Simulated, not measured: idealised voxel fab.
process module | voxel air gaps
cross-section cut | 235 nm wide | cells 5 nm
A cross-section is a grid of square cells, given in bands from the top down. A band is one or more rows of cells.
Each band's line starts with the height of the band's top and of its bottom, in nm. Then come its materials from left to right, each with its width in nm. One material with "throughout" fills the band from edge to edge. "air" is empty space.
Height 0 is the level under which the wafer as received is all one material. The lowest band goes on downwards, as in "0 down".
A width such as "30 to 40" changes by the same amount from each row of cells to the next, from the band's top row to its bottom row.
"no change" after a step means that no cell of the cross-section changed.
closed voids: empty space of 8 cells or more with no open way to the top, each as width x height at its distance from the left edge, in nm
after a step's settings: what the simulator itself notes on the step
overlay nm, on a step with a mask: how far to the right of its planned place the mask lay; to the left if negative
Each pair below shows a cross-section before one step and the cross-section after it, down to the lowest band that changed. The line under each pair gives the step between them, with its settings. The pairs can come from different runs of this module on the same starting wafer, so a pair continues from the pair above only where its "before" says so.
before
  0 down: Si throughout
  closed voids: none
after
  10 to 0: SiO2 throughout
  below 0: unchanged
  closed voids: none
the step between: op CONFORMAL_DEP | material SiO2 | thk nm 10
before: the cross-section after the pair above
after
  15 to 10: SiN throughout
  below 10: unchanged
  closed voids: none
the step between: op CONFORMAL_DEP | material SiN | thk nm 5
before: the cross-section after the pair above
after
  55 to 15: SiO2 throughout
  below 15: unchanged
  closed voids: none
the step between: op DIRECTIONAL_DEP | material SiO2 | thk nm 40
before: the cross-section after the pair above
after
  55 to 15: SiO2 20 | air 25 | SiO2 30 | air 25 | SiO2 30 | air 25 | SiO2 30 | air 25 | SiO2 25
  below 15: unchanged
  closed voids: none
the step between: op MASKED_ETCH | tone open | mask id LINES | width nm 25 | pitch nm 55 | etch materials SiO2 | depth nm 40 | overlay nm 0
before: the cross-section after the pair above
after
  60 to 55: TiN 25 | air 15 | TiN 40 | air 15 | TiN 40 | air 15 | TiN 40 | air 15 | TiN 30
  55 to 20: SiO2 20 | TiN 5 | air 15 | TiN 5 | SiO2 30 | TiN 5 | air 15 | TiN 5 | SiO2 30 | TiN 5 | air 15 | TiN 5 | SiO2 30 | TiN 5 | air 15 | TiN 5 | SiO2 25
  20 to 15: SiO2 20 | TiN 25 | SiO2 30 | TiN 25 | SiO2 30 | TiN 25 | SiO2 30 | TiN 25 | SiO2 25
  below 15: unchanged
  closed voids: none
the step between: op CONFORMAL_DEP | material TiN | thk nm 5
before: the cross-section after the pair above
after
  65 to 60: Ru throughout
  60 to 55: TiN 25 | Ru 15 | TiN 40 | Ru 15 | TiN 40 | Ru 15 | TiN 40 | Ru 15 | TiN 30
  55 to 20: SiO2 20 | TiN 5 | Ru 15 | TiN 5 | SiO2 30 | TiN 5 | Ru 15 | TiN 5 | SiO2 30 | TiN 5 | Ru 15 | TiN 5 | SiO2 30 | TiN 5 | Ru 15 | TiN 5 | SiO2 25
  below 20: unchanged
  closed voids: none
the step between: op FILL_DEP | material Ru | thk nm 5
before: the cross-section after the pair above
after
  55 to 20: SiO2 20 | TiN 5 | Ru 15 | TiN 5 | SiO2 30 | TiN 5 | Ru 15 | TiN 5 | SiO2 30 | TiN 5 | Ru 15 | TiN 5 | SiO2 30 | TiN 5 | Ru 15 | TiN 5 | SiO2 25
  below 20: unchanged
  closed voids: none
the step between: op CMP | height nm 55
before: the cross-section after the pair above
after
  65 to 55: air 10 | Ru 45 | air 10 | Ru 45 | air 10 | Ru 45 | air 10 | Ru 45 | air 15
  below 55: unchanged
  closed voids: none
the step between: op EPI | material Ru | thk nm 10
before: the cross-section after the pair above
after
  65 to 55: air 10 | Ru 45 | air 10 | Ru 45 | air 10 | Ru 45 | air 10 | Ru 45 | air 15
  55 to 20: air 20 | TiN 5 | Ru 15 | TiN 5 | air 30 | TiN 5 | Ru 15 | TiN 5 | air 30 | TiN 5 | Ru 15 | TiN 5 | air 30 | TiN 5 | Ru 15 | TiN 5 | air 25
  20 to 15: air 20 | TiN 25 | air 30 | TiN 25 | air 30 | TiN 25 | air 30 | TiN 25 | air 25
  below 15: unchanged
  closed voids: none
the step between: op SELECTIVE_ETCH | etch materials SiO2 | depth nm 50
before: the cross-section after the pair above
after
  70 to 65: air 5 | SiCN 220 | air 10
  65 to 55: air 5 | SiCN 5 | Ru 45 | SiCN 10 | Ru 45 | SiCN 10 | Ru 45 | SiCN 10 | Ru 45 | SiCN 5 | air 10
  55 to 50: air 5 | SiCN 15 | TiN 5 | Ru 15 | TiN 5 | SiCN 30 | TiN 5 | Ru 15 | TiN 5 | SiCN 30 | TiN 5 | Ru 15 | TiN 5 | SiCN 30 | TiN 5 | Ru 15 | TiN 5 | SiCN 15 | air 10
  50 to 20: air 15 | SiCN 5 | TiN 5 | Ru 15 | TiN 5 | SiCN 5 | air 20 | SiCN 5 | TiN 5 | Ru 15 | TiN 5 | SiCN 5 | air 20 | SiCN 5 | TiN 5 | Ru 15 | TiN 5 | SiCN 5 | air 20 | SiCN 5 | TiN 5 | Ru 15 | TiN 5 | SiCN 5 | air 20
  20 to 15: SiCN 20 | TiN 25 | SiCN 30 | TiN 25 | SiCN 30 | TiN 25 | SiCN 30 | TiN 25 | SiCN 25
  below 15: unchanged
  closed voids: 20 x 30 at 50; 20 x 30 at 105; 20 x 30 at 160
the step between: op CONFORMAL_DEP | material SiCN | thk nm 5
before
  65 to 55: air 10 | Ru 45 | air 10 | Ru 45 | air 10 | Ru 45 | air 10 | Ru 45 | air 15
  55 to 20: SiO2 20 | TiN 5 | Ru 15 | TiN 5 | SiO2 30 | TiN 5 | Ru 15 | TiN 5 | SiO2 30 | TiN 5 | Ru 15 | TiN 5 | SiO2 30 | TiN 5 | Ru 15 | TiN 5 | SiO2 25
  20 to 15: SiO2 20 | TiN 25 | SiO2 30 | TiN 25 | SiO2 30 | TiN 25 | SiO2 30 | TiN 25 | SiO2 25
  15 to 10: SiN throughout
  10 to 0: SiO2 throughout
  0 down: Si throughout
  closed voids: none
after
  75 to 55: Ru 230 | air 5
  below 55: unchanged
  closed voids: none
the step between: op EPI | material Ru | thk nm 10
before: the cross-section after the pair above
after
  75 to 55: Ru 230 | air 5
  55 to 20: SiO2 20 | TiN 5 | Ru 15 | TiN 5 | SiO2 30 | TiN 5 | Ru 15 | TiN 5 | SiO2 30 | TiN 5 | Ru 15 | TiN 5 | SiO2 30 | TiN 5 | Ru 15 | TiN 5 | air 25
  20 to 15: SiO2 20 | TiN 25 | SiO2 30 | TiN 25 | SiO2 30 | TiN 25 | SiO2 30 | TiN 25 | air 25
  below 15: unchanged
  closed voids: none
the step between: op SELECTIVE_ETCH | etch materials SiO2 | depth nm 50
before: the cross-section after the pair above
after
  80 to 75: SiCN throughout
  75 to 55: Ru 230 | SiCN 5
  55 to 50: SiO2 20 | TiN 5 | Ru 15 | TiN 5 | SiO2 30 | TiN 5 | Ru 15 | TiN 5 | SiO2 30 | TiN 5 | Ru 15 | TiN 5 | SiO2 30 | TiN 5 | Ru 15 | TiN 5 | SiCN 25
  50 to 20: SiO2 20 | TiN 5 | Ru 15 | TiN 5 | SiO2 30 | TiN 5 | Ru 15 | TiN 5 | SiO2 30 | TiN 5 | Ru 15 | TiN 5 | SiO2 30 | TiN 5 | Ru 15 | TiN 5 | SiCN 5 | air 20
  20 to 15: SiO2 20 | TiN 25 | SiO2 30 | TiN 25 | SiO2 30 | TiN 25 | SiO2 30 | TiN 25 | SiCN 25
  below 15: unchanged
  closed voids: 20 x 30 at 215
the step between: op CONFORMAL_DEP | material SiCN | thk nm 5
before
  10 to 0: SiO2 throughout
  0 down: Si throughout
  closed voids: none
after
  50 to 0: SiO2 throughout
  below 0: unchanged
  closed voids: none
the step between: op DIRECTIONAL_DEP | material SiO2 | thk nm 40
before: the cross-section after the pair above
after
  55 to 50: SiN throughout
  below 50: unchanged
  closed voids: none
the step between: op CONFORMAL_DEP | material SiN | thk nm 5
before: the cross-section after the pair above
after
  60 to 55: TiN throughout
  below 55: unchanged
  closed voids: none
the step between: op CONFORMAL_DEP | material TiN | thk nm 5
before: the cross-section after the pair above
after
  65 to 60: Ru throughout
  below 60: unchanged
  closed voids: none
the step between: op FILL_DEP | material Ru | thk nm 5
before: the cross-section after the pair above
after
  55 to 50: SiN throughout
  below 50: unchanged
  closed voids: none
the step between: op CMP | height nm 55
before: the cross-section after the pair above
after
  60 to 55: SiCN throughout
  below 55: unchanged
  closed voids: none
the step between: op CONFORMAL_DEP | material SiCN | thk nm 5
before
  65 to 60: Ru throughout
  60 to 55: TiN 25 | Ru 15 | TiN 40 | Ru 15 | TiN 40 | Ru 15 | TiN 40 | Ru 15 | TiN 30
  55 to 20: SiO2 20 | TiN 5 | Ru 15 | TiN 5 | SiO2 30 | TiN 5 | Ru 15 | TiN 5 | SiO2 30 | TiN 5 | Ru 15 | TiN 5 | SiO2 30 | TiN 5 | Ru 15 | TiN 5 | SiO2 25
  20 to 15: SiO2 20 | TiN 25 | SiO2 30 | TiN 25 | SiO2 30 | TiN 25 | SiO2 30 | TiN 25 | SiO2 25
  15 to 10: SiN throughout
  10 to 0: SiO2 throughout
  0 down: Si throughout
  closed voids: none
after
  60 to 55: TiN 25 | Ru 15 | TiN 40 | Ru 15 | TiN 40 | Ru 15 | TiN 40 | Ru 15 | TiN 30
  below 55: unchanged
  closed voids: none
the step between: op CMP | height nm 60
before: the cross-section after the pair above
after
  70 to 60: Ru throughout
  below 60: unchanged
  closed voids: none
the step between: op EPI | material Ru | thk nm 10
before: the cross-section after the pair above
after
  75 to 70: SiCN throughout
  below 70: unchanged
  closed voids: none
the step between: op CONFORMAL_DEP | material SiCN | thk nm 5
before
  55 to 15: SiO2 throughout
  15 to 10: SiN throughout
  10 to 0: SiO2 throughout
  0 down: Si throughout
  closed voids: none
after
  55 to 15: SiO2 25 | air 15 | SiO2 40 | air 15 | SiO2 40 | air 15 | SiO2 40 | air 15 | SiO2 30
  below 15: unchanged
  closed voids: none
the step between: op MASKED_ETCH | tone open | mask id LINES | width nm 15 | pitch nm 55 | etch materials SiO2 | depth nm 40 | overlay nm 0
before: the cross-section after the pair above
after
  60 to 55: TiN 30 | air 5 | TiN 50 | air 5 | TiN 50 | air 5 | TiN 50 | air 5 | TiN 35
  55 to 20: SiO2 25 | TiN 5 | air 5 | TiN 5 | SiO2 40 | TiN 5 | air 5 | TiN 5 | SiO2 40 | TiN 5 | air 5 | TiN 5 | SiO2 40 | TiN 5 | air 5 | TiN 5 | SiO2 30
  20 to 15: SiO2 25 | TiN 15 | SiO2 40 | TiN 15 | SiO2 40 | TiN 15 | SiO2 40 | TiN 15 | SiO2 30
  below 15: unchanged
  closed voids: none
the step between: op CONFORMAL_DEP | material TiN | thk nm 5
before: the cross-section after the pair above
after
  65 to 60: Ru throughout
  60 to 55: TiN 30 | Ru 5 | TiN 50 | Ru 5 | TiN 50 | Ru 5 | TiN 50 | Ru 5 | TiN 35
  55 to 20: SiO2 25 | TiN 5 | Ru 5 | TiN 5 | SiO2 40 | TiN 5 | Ru 5 | TiN 5 | SiO2 40 | TiN 5 | Ru 5 | TiN 5 | SiO2 40 | TiN 5 | Ru 5 | TiN 5 | SiO2 30
  below 20: unchanged
  closed voids: none
the step between: op FILL_DEP | material Ru | thk nm 5
before: the cross-section after the pair above
after
  55 to 20: SiO2 25 | TiN 5 | Ru 5 | TiN 5 | SiO2 40 | TiN 5 | Ru 5 | TiN 5 | SiO2 40 | TiN 5 | Ru 5 | TiN 5 | SiO2 40 | TiN 5 | Ru 5 | TiN 5 | SiO2 30
  below 20: unchanged
  closed voids: none
the step between: op CMP | height nm 55
before: the cross-section after the pair above
after
  65 to 55: air 15 | Ru 35 | air 20 | Ru 35 | air 20 | Ru 35 | air 20 | Ru 35 | air 20
  below 55: unchanged
  closed voids: none
the step between: op EPI | material Ru | thk nm 10
before: the cross-section after the pair above
after
  65 to 55: air 15 | Ru 35 | air 20 | Ru 35 | air 20 | Ru 35 | air 20 | Ru 35 | air 20
  55 to 20: air 25 | TiN 5 | Ru 5 | TiN 5 | air 40 | TiN 5 | Ru 5 | TiN 5 | air 40 | TiN 5 | Ru 5 | TiN 5 | air 40 | TiN 5 | Ru 5 | TiN 5 | air 30
  20 to 15: air 25 | TiN 15 | air 40 | TiN 15 | air 40 | TiN 15 | air 40 | TiN 15 | air 30
  below 15: unchanged
  closed voids: none
the step between: op SELECTIVE_ETCH | etch materials SiO2 | depth nm 50
before: the cross-section after the pair above
after
  70 to 65: air 10 | SiCN 45 | air 10 | SiCN 45 | air 10 | SiCN 45 | air 10 | SiCN 45 | air 15
  65 to 55: air 10 | SiCN 5 | Ru 35 | SiCN 5 | air 10 | SiCN 5 | Ru 35 | SiCN 5 | air 10 | SiCN 5 | Ru 35 | SiCN 5 | air 10 | SiCN 5 | Ru 35 | SiCN 5 | air 15
  55 to 50: air 10 | SiCN 15 | TiN 5 | Ru 5 | TiN 5 | SiCN 15 | air 10 | SiCN 15 | TiN 5 | Ru 5 | TiN 5 | SiCN 15 | air 10 | SiCN 15 | TiN 5 | Ru 5 | TiN 5 | SiCN 15 | air 10 | SiCN 15 | TiN 5 | Ru 5 | TiN 5 | SiCN 15 | air 15
  50 to 20: air 20 | SiCN 5 | TiN 5 | Ru 5 | TiN 5 | SiCN 5 | air 30 | SiCN 5 | TiN 5 | Ru 5 | TiN 5 | SiCN 5 | air 30 | SiCN 5 | TiN 5 | Ru 5 | TiN 5 | SiCN 5 | air 30 | SiCN 5 | TiN 5 | Ru 5 | TiN 5 | SiCN 5 | air 25
  20 to 15: SiCN 25 | TiN 15 | SiCN 40 | TiN 15 | SiCN 40 | TiN 15 | SiCN 40 | TiN 15 | SiCN 30
  below 15: unchanged
  closed voids: none
the step between: op CONFORMAL_DEP | material SiCN | thk nm 5
before
  55 to 15: SiO2 throughout
  15 to 10: SiN throughout
  10 to 0: SiO2 throughout
  0 down: Si throughout
  closed voids: none
after
  55 to 15: SiO2 30 | air 25 | SiO2 30 | air 25 | SiO2 30 | air 25 | SiO2 30 | air 25 | SiO2 15
  below 15: unchanged
  closed voids: none
the step between: op MASKED_ETCH | tone open | mask id LINES | width nm 25 | pitch nm 55 | etch materials SiO2 | depth nm 40 | overlay nm 10
before: the cross-section after the pair above
after
  60 to 55: TiN 35 | air 15 | TiN 40 | air 15 | TiN 40 | air 15 | TiN 40 | air 15 | TiN 20
  55 to 20: SiO2 30 | TiN 5 | air 15 | TiN 5 | SiO2 30 | TiN 5 | air 15 | TiN 5 | SiO2 30 | TiN 5 | air 15 | TiN 5 | SiO2 30 | TiN 5 | air 15 | TiN 5 | SiO2 15
  20 to 15: SiO2 30 | TiN 25 | SiO2 30 | TiN 25 | SiO2 30 | TiN 25 | SiO2 30 | TiN 25 | SiO2 15
  below 15: unchanged
  closed voids: none
the step between: op CONFORMAL_DEP | material TiN | thk nm 5
before: the cross-section after the pair above
after
  65 to 60: Ru throughout
  60 to 55: TiN 35 | Ru 15 | TiN 40 | Ru 15 | TiN 40 | Ru 15 | TiN 40 | Ru 15 | TiN 20
  55 to 20: SiO2 30 | TiN 5 | Ru 15 | TiN 5 | SiO2 30 | TiN 5 | Ru 15 | TiN 5 | SiO2 30 | TiN 5 | Ru 15 | TiN 5 | SiO2 30 | TiN 5 | Ru 15 | TiN 5 | SiO2 15
  below 20: unchanged
  closed voids: none
the step between: op FILL_DEP | material Ru | thk nm 5
before: the cross-section after the pair above
after
  55 to 20: SiO2 30 | TiN 5 | Ru 15 | TiN 5 | SiO2 30 | TiN 5 | Ru 15 | TiN 5 | SiO2 30 | TiN 5 | Ru 15 | TiN 5 | SiO2 30 | TiN 5 | Ru 15 | TiN 5 | SiO2 15
  below 20: unchanged
  closed voids: none
the step between: op CMP | height nm 55
before: the cross-section after the pair above
after
  65 to 55: air 20 | Ru 45 | air 10 | Ru 45 | air 10 | Ru 45 | air 10 | Ru 45 | air 5
  below 55: unchanged
  closed voids: none
the step between: op EPI | material Ru | thk nm 10
before: the cross-section after the pair above
after
  65 to 55: air 20 | Ru 45 | air 10 | Ru 45 | air 10 | Ru 45 | air 10 | Ru 45 | air 5
  55 to 20: air 30 | TiN 5 | Ru 15 | TiN 5 | air 30 | TiN 5 | Ru 15 | TiN 5 | air 30 | TiN 5 | Ru 15 | TiN 5 | air 30 | TiN 5 | Ru 15 | TiN 5 | air 15
  20 to 15: air 30 | TiN 25 | air 30 | TiN 25 | air 30 | TiN 25 | air 30 | TiN 25 | air 15
  below 15: unchanged
  closed voids: none
the step between: op SELECTIVE_ETCH | etch materials SiO2 | depth nm 50
before: the cross-section after the pair above
after
  70 to 65: air 15 | SiCN 220
  65 to 55: air 15 | SiCN 5 | Ru 45 | SiCN 10 | Ru 45 | SiCN 10 | Ru 45 | SiCN 10 | Ru 45 | SiCN 5
  55 to 50: air 15 | SiCN 15 | TiN 5 | Ru 15 | TiN 5 | SiCN 30 | TiN 5 | Ru 15 | TiN 5 | SiCN 30 | TiN 5 | Ru 15 | TiN 5 | SiCN 30 | TiN 5 | Ru 15 | TiN 5 | SiCN 15
  50 to 20: air 25 | SiCN 5 | TiN 5 | Ru 15 | TiN 5 | SiCN 5 | air 20 | SiCN 5 | TiN 5 | Ru 15 | TiN 5 | SiCN 5 | air 20 | SiCN 5 | TiN 5 | Ru 15 | TiN 5 | SiCN 5 | air 20 | SiCN 5 | TiN 5 | Ru 15 | TiN 5 | SiCN 5 | air 10
  20 to 15: SiCN 30 | TiN 25 | SiCN 30 | TiN 25 | SiCN 30 | TiN 25 | SiCN 30 | TiN 25 | SiCN 15
  below 15: unchanged
  closed voids: 20 x 30 at 60; 20 x 30 at 115; 20 x 30 at 170; 10 x 30 at 225
the step between: op CONFORMAL_DEP | material SiCN | thk nm 5
before
  65 to 55: air 10 | Ru 45 | air 10 | Ru 45 | air 10 | Ru 45 | air 10 | Ru 45 | air 15
  55 to 20: air 20 | TiN 5 | Ru 15 | TiN 5 | air 30 | TiN 5 | Ru 15 | TiN 5 | air 30 | TiN 5 | Ru 15 | TiN 5 | air 30 | TiN 5 | Ru 15 | TiN 5 | air 25
  20 to 15: air 20 | TiN 25 | air 30 | TiN 25 | air 30 | TiN 25 | air 30 | TiN 25 | air 25
  15 to 10: SiN throughout
  10 to 0: SiO2 throughout
  0 down: Si throughout
  closed voids: none
after
  70 to 55: air 5 | Ru 220 | air 10
  55 to 50: air 5 | Ru 15 | TiN 5 | Ru 15 | TiN 5 | Ru 30 | TiN 5 | Ru 15 | TiN 5 | Ru 30 | TiN 5 | Ru 15 | TiN 5 | Ru 30 | TiN 5 | Ru 15 | TiN 5 | Ru 15 | air 10
  50 to 20: air 15 | Ru 5 | TiN 5 | Ru 15 | TiN 5 | Ru 5 | air 20 | Ru 5 | TiN 5 | Ru 15 | TiN 5 | Ru 5 | air 20 | Ru 5 | TiN 5 | Ru 15 | TiN 5 | Ru 5 | air 20 | Ru 5 | TiN 5 | Ru 15 | TiN 5 | Ru 5 | air 20
  20 to 15: Ru 20 | TiN 25 | Ru 30 | TiN 25 | Ru 30 | TiN 25 | Ru 30 | TiN 25 | Ru 25
  below 15: unchanged
  closed voids: 20 x 30 at 50; 20 x 30 at 105; 20 x 30 at 160
the step between: op CONFORMAL_DEP | material Ru | thk nm 5
before
  55 to 15: SiO2 throughout
  15 to 10: SiN throughout
  10 to 0: SiO2 throughout
  0 down: Si throughout
  closed voids: none
after
  55 to 15: air 20 | SiO2 25 | air 30 | SiO2 25 | air 30 | SiO2 25 | air 30 | SiO2 25 | air 25
  below 15: unchanged
  closed voids: none
the step between: op MASKED_ETCH | tone cover | mask id LINES | width nm 25 | pitch nm 55 | etch materials SiO2 | depth nm 40 | overlay nm 0
before: the cross-section after the pair above
after
  60 to 55: air 15 | TiN 35 | air 20 | TiN 35 | air 20 | TiN 35 | air 20 | TiN 35 | air 20
  55 to 20: air 15 | TiN 5 | SiO2 25 | TiN 5 | air 20 | TiN 5 | SiO2 25 | TiN 5 | air 20 | TiN 5 | SiO2 25 | TiN 5 | air 20 | TiN 5 | SiO2 25 | TiN 5 | air 20
  20 to 15: TiN 20 | SiO2 25 | TiN 30 | SiO2 25 | TiN 30 | SiO2 25 | TiN 30 | SiO2 25 | TiN 25
  below 15: unchanged
  closed voids: none
the step between: op CONFORMAL_DEP | material TiN | thk nm 5
before: the cross-section after the pair above
after
  65 to 60: Ru throughout
  60 to 55: Ru 15 | TiN 35 | Ru 20 | TiN 35 | Ru 20 | TiN 35 | Ru 20 | TiN 35 | Ru 20
  55 to 20: Ru 15 | TiN 5 | SiO2 25 | TiN 5 | Ru 20 | TiN 5 | SiO2 25 | TiN 5 | Ru 20 | TiN 5 | SiO2 25 | TiN 5 | Ru 20 | TiN 5 | SiO2 25 | TiN 5 | Ru 20
  below 20: unchanged
  closed voids: none
the step between: op FILL_DEP | material Ru | thk nm 5
before: the cross-section after the pair above
after
  55 to 20: Ru 15 | TiN 5 | SiO2 25 | TiN 5 | Ru 20 | TiN 5 | SiO2 25 | TiN 5 | Ru 20 | TiN 5 | SiO2 25 | TiN 5 | Ru 20 | TiN 5 | SiO2 25 | TiN 5 | Ru 20
  below 20: unchanged
  closed voids: none
the step between: op CMP | height nm 55
before: the cross-section after the pair above
after
  65 to 55: Ru 30 | air 5 | Ru 50 | air 5 | Ru 50 | air 5 | Ru 50 | air 5 | Ru 35
  below 55: unchanged
  closed voids: none
the step between: op EPI | material Ru | thk nm 10
before: the cross-section after the pair above
after
  65 to 55: Ru 30 | air 5 | Ru 50 | air 5 | Ru 50 | air 5 | Ru 50 | air 5 | Ru 35
  55 to 20: Ru 15 | TiN 5 | air 25 | TiN 5 | Ru 20 | TiN 5 | air 25 | TiN 5 | Ru 20 | TiN 5 | air 25 | TiN 5 | Ru 20 | TiN 5 | air 25 | TiN 5 | Ru 20
  20 to 15: TiN 20 | air 25 | TiN 30 | air 25 | TiN 30 | air 25 | TiN 30 | air 25 | TiN 25
  below 15: unchanged
  closed voids: none
the step between: op SELECTIVE_ETCH | etch materials SiO2 | depth nm 50
before: the cross-section after the pair above
after
  70 to 65: SiCN throughout
  65 to 55: Ru 30 | SiCN 5 | Ru 50 | SiCN 5 | Ru 50 | SiCN 5 | Ru 50 | SiCN 5 | Ru 35
  55 to 50: Ru 15 | TiN 5 | SiCN 25 | TiN 5 | Ru 20 | TiN 5 | SiCN 25 | TiN 5 | Ru 20 | TiN 5 | SiCN 25 | TiN 5 | Ru 20 | TiN 5 | SiCN 25 | TiN 5 | Ru 20
  50 to 20: Ru 15 | TiN 5 | SiCN 5 | air 15 | SiCN 5 | TiN 5 | Ru 20 | TiN 5 | SiCN 5 | air 15 | SiCN 5 | TiN 5 | Ru 20 | TiN 5 | SiCN 5 | air 15 | SiCN 5 | TiN 5 | Ru 20 | TiN 5 | SiCN 5 | air 15 | SiCN 5 | TiN 5 | Ru 20
  20 to 15: TiN 20 | SiCN 25 | TiN 30 | SiCN 25 | TiN 30 | SiCN 25 | TiN 30 | SiCN 25 | TiN 25
  below 15: unchanged
  closed voids: 15 x 30 at 25; 15 x 30 at 80; 15 x 30 at 135; 15 x 30 at 190
the step between: op CONFORMAL_DEP | material SiCN | thk nm 5
